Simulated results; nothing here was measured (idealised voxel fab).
Title: Process Module voxel self aligned contacts
FYI the section here is cut, 245 nm wide, cells are 5 nm squares.
In what follows, cross-sections appear as grids of square cells, described through bands that run from the top down, where every band is one or more rows of cells.
Basically the band line says how high the top is and how high the bottom is, in nm, and then what's in it from left to right, every material with its width in nm. Empty space shows up as "air", and if a single material carries "edge to edge" it runs the full band edge to edge.
The level at which height equals 0 is the one under which the wafer, as it arrives, is entirely one material. No lower edge exists for the bottom band, which continues downward and is notated as in "0..down".
Think of "30->40" as a width that walks from the first number to the second as you go down the band, top row to bottom row, taking equal-sized steps from row to row.
What does "nothing different" mean for a step? It means no cell of the cross-section changed in that step.
Enclosed voids (no open way to top), threshold 8 cells or more, entry "Sealed voids", notation width x height at distance, distance from left edge, nm.
Text after the settings on a step's line: the simulator's own remark on that step.
If you see "overlay nm" on a step's line and that step has a mask, it's telling you how far right of where it was planned the mask ended up; a negative number means it went left instead.
### Intended process steps
1,RECEIVE: material Si
2,OXIDIZE: depth nm 5
3,DIRECTIONAL_DEP: material polySi, thk nm 30
4,DIRECTIONAL_DEP: material SiN, thk nm 15
5,MASKED_ETCH: tone cover, mask id GATE, width nm 35, pitch nm 70, etch materials SiN, depth nm 15, overlay nm 0
6,MASKED_ETCH: tone cover, mask id GATE, width nm 35, pitch nm 70, etch materials polySi, depth nm 30, overlay nm 0
7,CONFORMAL_DEP: material SiN, thk nm 5
8,DIRECTIONAL_ETCH: etch materials SiN, depth nm 5
9,FILL_DEP: material SiO2, thk nm 15
10,CMP: height nm 50
11,DIRECTIONAL_DEP: material aC, thk nm 15
12,PATTERN: tone open, mask id CONTACT, material resist, width nm 55, pitch nm 70, thk nm 35, overlay nm 0
13,DIRECTIONAL_ETCH: etch materials aC, depth nm 15
14,STRIP: etch materials resist
15,DIRECTIONAL_ETCH: etch materials SiO2, depth nm 55
16,STRIP: etch materials aC
17,CONFORMAL_DEP: material TiN, thk nm 5
18,FILL_DEP: material Ru, thk nm 10
19,CMP: height nm 50
20,CONFORMAL_DEP: material SiCN, thk nm 5
### Concerning the first of two wafers, which was run in accordance with the plan
### Cross-section of the wafer at receipt, which is the condition after step 1
	0..down  Si edge to edge
	Sealed voids: none
### Cross-section through the wafer, step 2 finished
	0..-5  SiO2 edge to edge
	Below -5, no change.
### Cross-section through the wafer, step 3 finished
	30..0  polySi edge to edge
	Below 0, no change.
### Cross-section through the wafer, step 4 finished
	45..30  SiN edge to edge
	Below 30, no change.
### Cross-section through the wafer, step 5 finished
	45..30  air=35  SiN=35  air=35  SiN=35  air=35  SiN=35  air=35
	Below 30, no change.
### Cross-section through the wafer, step 6 finished
	45..30  air=35  SiN=35  air=35  SiN=35  air=35  SiN=35  air=35
	30..0  air=35  polySi=35  air=35  polySi=35  air=35  polySi=35  air=35
	Below 0, no change.
### Cross-section through the wafer, step 7 finished
	50..30  air=30  SiN=45  air=25  SiN=45  air=25  SiN=45  air=30
	30..5  air=30  SiN=5  polySi=35  SiN=5  air=25  SiN=5  polySi=35  SiN=5  air=25  SiN=5  polySi=35  SiN=5  air=30
	5..0  SiN=35  polySi=35  SiN=35  polySi=35  SiN=35  polySi=35  SiN=35
	Below 0, no change.
### Cross-section through the wafer, step 8 finished
	45..30  air=30  SiN=45  air=25  SiN=45  air=25  SiN=45  air=30
	30..0  air=30  SiN=5  polySi=35  SiN=5  air=25  SiN=5  polySi=35  SiN=5  air=25  SiN=5  polySi=35  SiN=5  air=30
	Below 0, no change.
### Cross-section through the wafer, step 9 finished
	60..45  SiO2 edge to edge
	45..30  SiO2=30  SiN=45  SiO2=25  SiN=45  SiO2=25  SiN=45  SiO2=30
	30..0  SiO2=30  SiN=5  polySi=35  SiN=5  SiO2=25  SiN=5  polySi=35  SiN=5  SiO2=25  SiN=5  polySi=35  SiN=5  SiO2=30
	Below 0, no change.
### Cross-section through the wafer, step 10 finished
	50..45  SiO2 edge to edge
	Below 45, no change.
### Cross-section through the wafer, step 11 finished
	65..50  aC edge to edge
	Below 50, no change.
### Cross-section through the wafer, step 12 finished
	100..65  resist=60  air=55  resist=15  air=55  resist=60
	Below 65, no change.
### Cross-section through the wafer, step 13 finished
	85..65  resist=60  air=55  resist=15  air=55  resist=60
	65..50  aC=60  air=55  aC=15  air=55  aC=60
	Below 50, no change.
### Cross-section through the wafer, step 14 finished
	65..50  aC=60  air=55  aC=15  air=55  aC=60
	Below 50, no change.
### Cross-section through the wafer, step 15 finished
	65..50  aC=60  air=55  aC=15  air=55  aC=60
	50..45  SiO2=60  air=55  SiO2=15  air=55  SiO2=60
	45..30  SiO2=30  SiN=45  air=25  SiN=45  air=25  SiN=45  SiO2=30
	30..0  SiO2=30  SiN=5  polySi=35  SiN=5  air=25  SiN=5  polySi=35  SiN=5  air=25  SiN=5  polySi=35  SiN=5  SiO2=30
	0..-5  SiO2=75  air=25  SiO2=45  air=25  SiO2=75
	Below -5, no change.
### Cross-section through the wafer, step 16 finished
	50..45  SiO2=60  air=55  SiO2=15  air=55  SiO2=60
	Below 45, no change.
### Cross-section through the wafer, step 17 finished
	55..50  TiN=65  air=45  TiN=25  air=45  TiN=65
	50..45  SiO2=60  TiN=20  air=15  TiN=20  SiO2=15  TiN=20  air=15  TiN=20  SiO2=60
	45..30  SiO2=30  SiN=45  TiN=5  air=15  TiN=5  SiN=45  TiN=5  air=15  TiN=5  SiN=45  SiO2=30
	30..0  SiO2=30  SiN=5  polySi=35  SiN=5  TiN=5  air=15  TiN=5  SiN=5  polySi=35  SiN=5  TiN=5  air=15  TiN=5  SiN=5  polySi=35  SiN=5  SiO2=30
	0..-5  SiO2=75  TiN=25  SiO2=45  TiN=25  SiO2=75
	Below -5, no change.
### Cross-section through the wafer, step 18 finished
	65..55  Ru edge to edge
	55..50  TiN=65  Ru=45  TiN=25  Ru=45  TiN=65
	50..45  SiO2=60  TiN=20  Ru=15  TiN=20  SiO2=15  TiN=20  Ru=15  TiN=20  SiO2=60
	45..30  SiO2=30  SiN=45  TiN=5  Ru=15  TiN=5  SiN=45  TiN=5  Ru=15  TiN=5  SiN=45  SiO2=30
	30..0  SiO2=30  SiN=5  polySi=35  SiN=5  TiN=5  Ru=15  TiN=5  SiN=5  polySi=35  SiN=5  TiN=5  Ru=15  TiN=5  SiN=5  polySi=35  SiN=5  SiO2=30
	Below 0, no change.
### Cross-section through the wafer, step 19 finished
	50..45  SiO2=60  TiN=20  Ru=15  TiN=20  SiO2=15  TiN=20  Ru=15  TiN=20  SiO2=60
	Below 45, no change.
### Cross-section through the wafer, step 20 finished
	55..50  SiCN edge to edge
	Below 50, no change.
### Wafer two of two - same starting point, same process plan, one mistake in execution; matches wafer one up to and including step 6
### Planned end of step 7: second wafer, cross-section
	50..45  air=30  TiN=45  air=25  TiN=45  air=25  TiN=45  air=30
	45..30  air=30  TiN=5  SiN=35  TiN=5  air=25  TiN=5  SiN=35  TiN=5  air=25  TiN=5  SiN=35  TiN=5  air=30
	30..5  air=30  TiN=5  polySi=35  TiN=5  air=25  TiN=5  polySi=35  TiN=5  air=25  TiN=5  polySi=35  TiN=5  air=30
	5..0  TiN=35  polySi=35  TiN=35  polySi=35  TiN=35  polySi=35  TiN=35
	Below 0, no change.
Planned end of step 8: second wafer, cross-section: nothing different
### Planned end of step 9: second wafer, cross-section
	65..50  SiO2 edge to edge
	50..45  SiO2=30  TiN=45  SiO2=25  TiN=45  SiO2=25  TiN=45  SiO2=30
	45..30  SiO2=30  TiN=5  SiN=35  TiN=5  SiO2=25  TiN=5  SiN=35  TiN=5  SiO2=25  TiN=5  SiN=35  TiN=5  SiO2=30
	30..5  SiO2=30  TiN=5  polySi=35  TiN=5  SiO2=25  TiN=5  polySi=35  TiN=5  SiO2=25  TiN=5  polySi=35  TiN=5  SiO2=30
	Below 5, no change.
### Planned end of step 10: second wafer, cross-section
	50..45  SiO2=30  TiN=45  SiO2=25  TiN=45  SiO2=25  TiN=45  SiO2=30
	Below 45, no change.
### Planned end of step 11: second wafer, cross-section
	65..50  aC edge to edge
	Below 50, no change.
### Planned end of step 12: second wafer, cross-section
	100..65  resist=60  air=55  resist=15  air=55  resist=60
	Below 65, no change.
### Planned end of step 13: second wafer, cross-section
	85..65  resist=60  air=55  resist=15  air=55  resist=60
	65..50  aC=60  air=55  aC=15  air=55  aC=60
	Below 50, no change.
### Planned end of step 14: second wafer, cross-section
	65..50  aC=60  air=55  aC=15  air=55  aC=60
	Below 50, no change.
### Planned end of step 15: second wafer, cross-section
	65..50  aC=60  air=55  aC=15  air=55  aC=60
	50..45  SiO2=30  TiN=45  air=25  TiN=45  air=25  TiN=45  SiO2=30
	45..30  SiO2=30  TiN=5  SiN=35  TiN=5  air=25  TiN=5  SiN=35  TiN=5  air=25  TiN=5  SiN=35  TiN=5  SiO2=30
	30..5  SiO2=30  TiN=5  polySi=35  TiN=5  air=25  TiN=5  polySi=35  TiN=5  air=25  TiN=5  polySi=35  TiN=5  SiO2=30
	Below 5, no change.
### Planned end of step 16: second wafer, cross-section
	50..45  SiO2=30  TiN=45  air=25  TiN=45  air=25  TiN=45  SiO2=30
	Below 45, no change.
### Planned end of step 17: second wafer, cross-section
	55..50  TiN=80  air=15  TiN=55  air=15  TiN=80
	50..45  SiO2=30  TiN=50  air=15  TiN=55  air=15  TiN=50  SiO2=30
	45..30  SiO2=30  TiN=5  SiN=35  TiN=10  air=15  TiN=10  SiN=35  TiN=10  air=15  TiN=10  SiN=35  TiN=5  SiO2=30
	30..10  SiO2=30  TiN=5  polySi=35  TiN=10  air=15  TiN=10  polySi=35  TiN=10  air=15  TiN=10  polySi=35  TiN=5  SiO2=30
	10..5  SiO2=30  TiN=5  polySi=35  TiN=35  polySi=35  TiN=35  polySi=35  TiN=5  SiO2=30
	Below 5, no change.
### Planned end of step 18: second wafer, cross-section
	65..55  Ru edge to edge
	55..50  TiN=80  Ru=15  TiN=55  Ru=15  TiN=80
	50..45  SiO2=30  TiN=50  Ru=15  TiN=55  Ru=15  TiN=50  SiO2=30
	45..30  SiO2=30  TiN=5  SiN=35  TiN=10  Ru=15  TiN=10  SiN=35  TiN=10  Ru=15  TiN=10  SiN=35  TiN=5  SiO2=30
	30..10  SiO2=30  TiN=5  polySi=35  TiN=10  Ru=15  TiN=10  polySi=35  TiN=10  Ru=15  TiN=10  polySi=35  TiN=5  SiO2=30
	Below 10, no change.
### Planned end of step 19: second wafer, cross-section
	50..45  SiO2=30  TiN=50  Ru=15  TiN=55  Ru=15  TiN=50  SiO2=30
	Below 45, no change.
### Planned end of step 20: second wafer, cross-section
	55..50  SiCN edge to edge
	Below 50, no change.
Heads up, the wafer didn't run the way we planned it: rather than as planned, step 7 actually ran as CONFORMAL_DEP: material TiN, thk nm 5
Cell-count delta at end, second wafer over first, by material: Ru: 12 fewer; SiN: 54 fewer; SiO2: 17 fewer; TiN: 83 more
